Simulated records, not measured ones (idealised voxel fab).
process module | voxel tone inversion
cross-section cut | 240 nm wide | cells 5 nm
A cross-section is a grid of square cells, given in bands from the top down. A band is one or more rows of cells.
Each band's line starts with the height of the band's top and of its bottom, in nm. Then come its materials from left to right, each with its width in nm. One material with "throughout" fills the band from edge to edge. "air" is empty space.
Height 0 is the level under which the wafer as received is all one material. The lowest band goes on downwards, as in "0 down".
A width such as "30 to 40" changes by the same amount from each row of cells to the next, from the band's top row to its bottom row.
"no change" after a step means that no cell of the cross-section changed.
closed voids: empty space of 8 cells or more with no open way to the top, each as width x height at its distance from the left edge, in nm
after a step's settings: what the simulator itself notes on the step
overlay nm, on a step with a mask: how far to the right of its planned place the mask lay; to the left if negative
plan
1 op RECEIVE | material Si
2 op CONFORMAL_DEP | material SiN | thk nm 10
3 op DIRECTIONAL_DEP | material aC | thk nm 25
4 op PATTERN | tone cover | mask id POSTS | material resist | width nm 20 | pitch nm 50 | thk nm 35 | overlay nm 0
5 op DIRECTIONAL_ETCH | etch materials aC | depth nm 25
6 op STRIP | etch materials resist
7 op FILL_DEP | material lowk | thk nm 5
8 op CMP | height nm 35
9 op STRIP | etch materials aC
10 op CONFORMAL_DEP | material TiN | thk nm 5
11 op FILL_DEP | material Ru | thk nm 10
12 op CMP | height nm 35
13 op CONFORMAL_DEP | material SiN | thk nm 5
first wafer, as planned
as received, after step 1
  0 down: Si throughout
  closed voids: none
after step 2
  10 to 0: SiN throughout
  below 0: unchanged
after step 3
  35 to 10: aC throughout
  below 10: unchanged
after step 4
  70 to 35: air 35 | resist 20 | air 30 | resist 20 | air 30 | resist 20 | air 30 | resist 20 | air 35
  below 35: unchanged
after step 5
  45 to 35: air 35 | resist 20 | air 30 | resist 20 | air 30 | resist 20 | air 30 | resist 20 | air 35
  35 to 10: air 35 | aC 20 | air 30 | aC 20 | air 30 | aC 20 | air 30 | aC 20 | air 35
  below 10: unchanged
after step 6
  35 to 10: air 35 | aC 20 | air 30 | aC 20 | air 30 | aC 20 | air 30 | aC 20 | air 35
  below 10: unchanged
after step 7
  40 to 35: lowk throughout
  35 to 10: lowk 35 | aC 20 | lowk 30 | aC 20 | lowk 30 | aC 20 | lowk 30 | aC 20 | lowk 35
  below 10: unchanged
after step 8
  35 to 10: lowk 35 | aC 20 | lowk 30 | aC 20 | lowk 30 | aC 20 | lowk 30 | aC 20 | lowk 35
  below 10: unchanged
after step 9
  35 to 10: lowk 35 | air 20 | lowk 30 | air 20 | lowk 30 | air 20 | lowk 30 | air 20 | lowk 35
  below 10: unchanged
after step 10
  40 to 35: TiN 40 | air 10 | TiN 40 | air 10 | TiN 40 | air 10 | TiN 40 | air 10 | TiN 40
  35 to 15: lowk 35 | TiN 5 | air 10 | TiN 5 | lowk 30 | TiN 5 | air 10 | TiN 5 | lowk 30 | TiN 5 | air 10 | TiN 5 | lowk 30 | TiN 5 | air 10 | TiN 5 | lowk 35
  15 to 10: lowk 35 | TiN 20 | lowk 30 | TiN 20 | lowk 30 | TiN 20 | lowk 30 | TiN 20 | lowk 35
  below 10: unchanged
after step 11
  50 to 40: Ru throughout
  40 to 35: TiN 40 | Ru 10 | TiN 40 | Ru 10 | TiN 40 | Ru 10 | TiN 40 | Ru 10 | TiN 40
  35 to 15: lowk 35 | TiN 5 | Ru 10 | TiN 5 | lowk 30 | TiN 5 | Ru 10 | TiN 5 | lowk 30 | TiN 5 | Ru 10 | TiN 5 | lowk 30 | TiN 5 | Ru 10 | TiN 5 | lowk 35
  below 15: unchanged
after step 12
  35 to 15: lowk 35 | TiN 5 | Ru 10 | TiN 5 | lowk 30 | TiN 5 | Ru 10 | TiN 5 | lowk 30 | TiN 5 | Ru 10 | TiN 5 | lowk 30 | TiN 5 | Ru 10 | TiN 5 | lowk 35
  below 15: unchanged
after step 13
  40 to 35: SiN throughout
  below 35: unchanged
second wafer: like start, like plan, one mistake. Through step 3 it matches the first wafer
when step 4 should have ended
  70 to 35: air 40 | resist 20 | air 30 | resist 20 | air 30 | resist 20 | air 30 | resist 20 | air 30
  below 35: unchanged
when step 5 should have ended
  45 to 35: air 40 | resist 20 | air 30 | resist 20 | air 30 | resist 20 | air 30 | resist 20 | air 30
  35 to 10: air 40 | aC 20 | air 30 | aC 20 | air 30 | aC 20 | air 30 | aC 20 | air 30
  below 10: unchanged
when step 6 should have ended
  35 to 10: air 40 | aC 20 | air 30 | aC 20 | air 30 | aC 20 | air 30 | aC 20 | air 30
  below 10: unchanged
when step 7 should have ended
  40 to 35: lowk throughout
  35 to 10: lowk 40 | aC 20 | lowk 30 | aC 20 | lowk 30 | aC 20 | lowk 30 | aC 20 | lowk 30
  below 10: unchanged
when step 8 should have ended
  35 to 10: lowk 40 | aC 20 | lowk 30 | aC 20 | lowk 30 | aC 20 | lowk 30 | aC 20 | lowk 30
  below 10: unchanged
when step 9 should have ended
  35 to 10: lowk 40 | air 20 | lowk 30 | air 20 | lowk 30 | air 20 | lowk 30 | air 20 | lowk 30
  below 10: unchanged
when step 10 should have ended
  40 to 35: TiN 45 | air 10 | TiN 40 | air 10 | TiN 40 | air 10 | TiN 40 | air 10 | TiN 35
  35 to 15: lowk 40 | TiN 5 | air 10 | TiN 5 | lowk 30 | TiN 5 | air 10 | TiN 5 | lowk 30 | TiN 5 | air 10 | TiN 5 | lowk 30 | TiN 5 | air 10 | TiN 5 | lowk 30
  15 to 10: lowk 40 | TiN 20 | lowk 30 | TiN 20 | lowk 30 | TiN 20 | lowk 30 | TiN 20 | lowk 30
  below 10: unchanged
when step 11 should have ended
  50 to 40: Ru throughout
  40 to 35: TiN 45 | Ru 10 | TiN 40 | Ru 10 | TiN 40 | Ru 10 | TiN 40 | Ru 10 | TiN 35
  35 to 15: lowk 40 | TiN 5 | Ru 10 | TiN 5 | lowk 30 | TiN 5 | Ru 10 | TiN 5 | lowk 30 | TiN 5 | Ru 10 | TiN 5 | lowk 30 | TiN 5 | Ru 10 | TiN 5 | lowk 30
  below 15: unchanged
when step 12 should have ended
  35 to 15: lowk 40 | TiN 5 | Ru 10 | TiN 5 | lowk 30 | TiN 5 | Ru 10 | TiN 5 | lowk 30 | TiN 5 | Ru 10 | TiN 5 | lowk 30 | TiN 5 | Ru 10 | TiN 5 | lowk 30
  below 15: unchanged
when step 13 should have ended
  40 to 35: SiN throughout
  below 35: unchanged
what went wrong: step 4 ran as: op PATTERN | tone cover | mask id POSTS | material resist | width nm 20 | pitch nm 50 | thk nm 35 | overlay nm 5
at the end the second wafer has, in cells: as many of each material as the first, in other places
